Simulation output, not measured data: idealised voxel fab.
process module | voxel released beams
255 nm wide, 5 nm square cells: that's cross-section cut.
Throughout this document, each cross-section is represented as a grid of square cells and is presented as a sequence of bands enumerated from the top downward, where a band comprises one or more rows of cells.
Band: top and bottom heights (nm) first, top before bottom; then materials from left to right, widths in nm. "full width" marks a sole material filling the band edge to edge. "air" denotes empty space.
Height is counted from the level 0, under which the received wafer is composed throughout of one material. The lowest of the bands is not closed at the bottom but continues downward, in the notation "0 nm and below".
When a width is written as two numbers, as in "30..40", the first number is the width in the top row of cells of the band and the second is the width in its bottom row, and the width changes by the same amount from each row to the next.
Key: "nothing different" - step with no changed cell in the cross-section.
Each empty space that has no open way to the top and spans at least 8 cells appears under "Sealed void list" as width x height at distance, the distance counted from the left edge, all in nm.
The remark found on a step's line after its settings is issued by the simulator itself and pertains to that step.
Regarding "overlay nm": on a step with a mask, it is the distance the mask lay to the right of its planned place; a negative value places it to the left.
# Process steps (planned)
- 1: RECEIVE | material Si
- 2: CONFORMAL_DEP | material Al2O3 | thk nm 5
- 3: DIRECTIONAL_DEP | material SiO2 | thk nm 15
- 4: MASKED_ETCH | tone open | mask id ANCHOR | width nm 40 | etch materials SiO2 | depth nm 15 | overlay nm 0
- 5: CONFORMAL_DEP | material polySi | thk nm 15
- 6: MASKED_ETCH | tone cover | mask id BEAM | width nm 125 | etch materials polySi | depth nm 15 | overlay nm 0
- 7: STRIP | etch materials SiO2
# First wafer out of two, processed as planned
# Incoming wafer, cross-sectional view, post step 1
	0 nm and below = Si full width
	Sealed void list: none
# after step 2
	5 nm to 0 nm = Al2O3 full width
	Lower than 0, everything is as it was.
# after step 3
	20 nm to 5 nm = SiO2 full width
	Lower than 5, everything is as it was.
# after step 4
	20 nm to 5 nm = SiO2 65 nm, air 40 nm, SiO2 150 nm
	Lower than 5, everything is as it was.
# after step 5
	35 nm to 20 nm = polySi 80 nm, air 10 nm, polySi 165 nm
	20 nm to 5 nm = SiO2 65 nm, polySi 40 nm, SiO2 150 nm
	Lower than 5, everything is as it was.
# after step 6
	35 nm to 20 nm = air 60 nm, polySi 20 nm, air 10 nm, polySi 95 nm, air 70 nm
	Lower than 20, everything is as it was.
# after step 7
	35 nm to 20 nm = air 60 nm, polySi 20 nm, air 10 nm, polySi 95 nm, air 70 nm
	20 nm to 5 nm = air 65 nm, polySi 40 nm, air 150 nm
	Lower than 5, everything is as it was.
# Notes, second wafer: start = first wafer's, plan = first wafer's, execution had one mistake; history identical to first through step 4
# Cross-section of the second wafer corresponding to the planned conclusion of step 5
	50 nm to 20 nm = polySi full width
	20 nm to 5 nm = SiO2 65 nm, polySi 40 nm, SiO2 150 nm
	Lower than 5, everything is as it was.
# Cross-section of the second wafer corresponding to the planned conclusion of step 6
	50 nm to 35 nm = air 60 nm, polySi 125 nm, air 70 nm
	Lower than 35, everything is as it was.
Cross-section of the second wafer corresponding to the planned conclusion of step 7: nothing different
Here's what went sideways: the plan had its step 5 run twice
Final comparison by cell count, materials where the second wafer has more or fewer than the first: SiO2 +129 | polySi +159
